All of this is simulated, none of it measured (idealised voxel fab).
Process module name: voxel self aligned vias
We display cut, a cross-section 260 nm in width whose square cells are each 5 nm.
Just so we're on the same page, the cross-sections are grids of square cells, and they're listed out in bands top to bottom, each band one or more rows deep.
For a band, the entry starts with two heights in nm, that of the top and then that of the bottom, and carries on with the band's materials in order from left to right, each alongside its width in nm; the word "throughout" beside a single material means it fills the band edge to edge, and "air" means empty space.
Ref level 0: as-received wafer is one material below here. Bottom band extends down with no lower bound ("0..down").
Quick explanation for "30..40": the width changes in equal steps down the rows of cells, from the first number in the band's top row to the second number in its bottom row.
"left unchanged" (step): cross-section cells unchanged, all of them.
"Completely sealed voids" specifies each empty space that is not open to the top and that occupies no fewer than 8 cells, using the form width x height at distance, the distance measured from the left edge and all three quantities in nm.
Where a step's line continues beyond its settings, the continuation is a remark by the simulator itself on that step.
When a step includes a mask, the "overlay nm" setting on its line states how far to the right of its planned place that mask lay, and negative values state how far to the left.

STEPS PLANNED FOR THE PROCESS
1. RECEIVE (material Si)
2. CONFORMAL_DEP (material SiO2; thk nm 10)
3. CONFORMAL_DEP (material SiCN; thk nm 5)
4. DIRECTIONAL_DEP (material lowk; thk nm 20)
5. DIRECTIONAL_DEP (material aC; thk nm 15)
6. PATTERN (tone open; mask id LINES; material resist; width nm 15; pitch nm 75; thk nm 35; overlay nm 0)
7. DIRECTIONAL_ETCH (etch materials aC; depth nm 15)
8. STRIP (etch materials resist)
9. DIRECTIONAL_ETCH (etch materials lowk; depth nm 20)
10. STRIP (etch materials aC)
11. CONFORMAL_DEP (material TiN; thk nm 5)
12. FILL_DEP (material W; thk nm 10)
13. CMP (height nm 35)
14. SELECTIVE_ETCH (etch materials W Ru TiN; depth nm 5)
15. FILL_DEP (material SiN; thk nm 10)
16. CMP (height nm 35)
17. DIRECTIONAL_DEP (material lowk; thk nm 15)
18. MASKED_ETCH (tone open; mask id VIAS; width nm 45; etch materials lowk; depth nm 15; overlay nm 0)
19. MASKED_ETCH (tone open; mask id VIAS; width nm 45; etch materials SiN; depth nm 5; overlay nm 0)
20. CONFORMAL_DEP (material TiN; thk nm 5)
21. FILL_DEP (material Cu; thk nm 5)
22. CMP (height nm 50)
23. CONFORMAL_DEP (material SiN; thk nm 5)
The wafers are alike at the start. At step 6, their width nm differs. The plan lists the first wafer's value.

SECTIONAL VIEW: FIRST OF SEVERAL WAFERS, AS RECEIVED, AFTER STEP 1
0..down: Si throughout
Completely sealed voids: none

END-OF-MODULE CROSS-SECTION, FIRST OF SEVERAL WAFERS, AFTER LAST STEP 23
55..50: SiN throughout
50..40: 70 nm lowk; 5 nm TiN; 35 nm Cu; 5 nm TiN; 145 nm lowk
40..35: 70 nm lowk; 20 nm TiN; 5 nm Cu; 20 nm TiN; 145 nm lowk
35..30: 85 nm lowk; 15 nm TiN; 60 nm lowk; 15 nm SiN; 85 nm lowk
30..20: 85 nm lowk; 5 nm TiN; 5 nm W; 5 nm TiN; 60 nm lowk; 5 nm TiN; 5 nm W; 5 nm TiN; 85 nm lowk
20..15: 85 nm lowk; 15 nm TiN; 60 nm lowk; 15 nm TiN; 85 nm lowk
15..10: SiCN throughout
10..0: SiO2 throughout
0..down: Si throughout
Completely sealed voids: none

MODULE END, FINAL WAFER: CROSS-SECTION
55..50: SiN throughout
50..40: 70 nm lowk; 5 nm TiN; 35 nm Cu; 5 nm TiN; 145 nm lowk
40..35: 70 nm lowk; 10 nm TiN; 30 nm Cu; 5 nm TiN; 145 nm lowk
35..30: 75 nm lowk; 40 nm TiN; 35 nm lowk; 40 nm SiN; 70 nm lowk
30..20: 75 nm lowk; 5 nm TiN; 30 nm W; 5 nm TiN; 35 nm lowk; 5 nm TiN; 30 nm W; 5 nm TiN; 70 nm lowk
20..15: 75 nm lowk; 40 nm TiN; 35 nm lowk; 40 nm TiN; 70 nm lowk
15..10: SiCN throughout
10..0: SiO2 throughout
0..down: Si throughout
Completely sealed voids: none

BELOW, A ROW FOR EVERY WAFER. READ IT AS THE END-OF-MODULE PICTURE: FOR EACH MATERIAL THE WAFER SHOWS ITS CELLS GAINED (+) OR LOST (-) SINCE IT WAS RECEIVED, AND THEN ITS CLOSED VOIDS
width nm 15; +15 Cu; +52 SiCN; +55 SiN; +104 SiO2; +29 TiN; +4 W; +313 lowk; Completely sealed voids: none
width nm 20; +16 Cu; +52 SiCN; +56 SiN; +104 SiO2; +31 TiN; +8 W; +305 lowk; Completely sealed voids: none
width nm 25; +17 Cu; +52 SiCN; +57 SiN; +104 SiO2; +33 TiN; +12 W; +297 lowk; Completely sealed voids: none
width nm 30; +18 Cu; +52 SiCN; +58 SiN; +104 SiO2; +35 TiN; +16 W; +289 lowk; Completely sealed voids: none
width nm 35; +19 Cu; +52 SiCN; +59 SiN; +104 SiO2; +37 TiN; +20 W; +281 lowk; Completely sealed voids: none
width nm 40; +20 Cu; +52 SiCN; +60 SiN; +104 SiO2; +39 TiN; +24 W; +273 lowk; Completely sealed voids: none
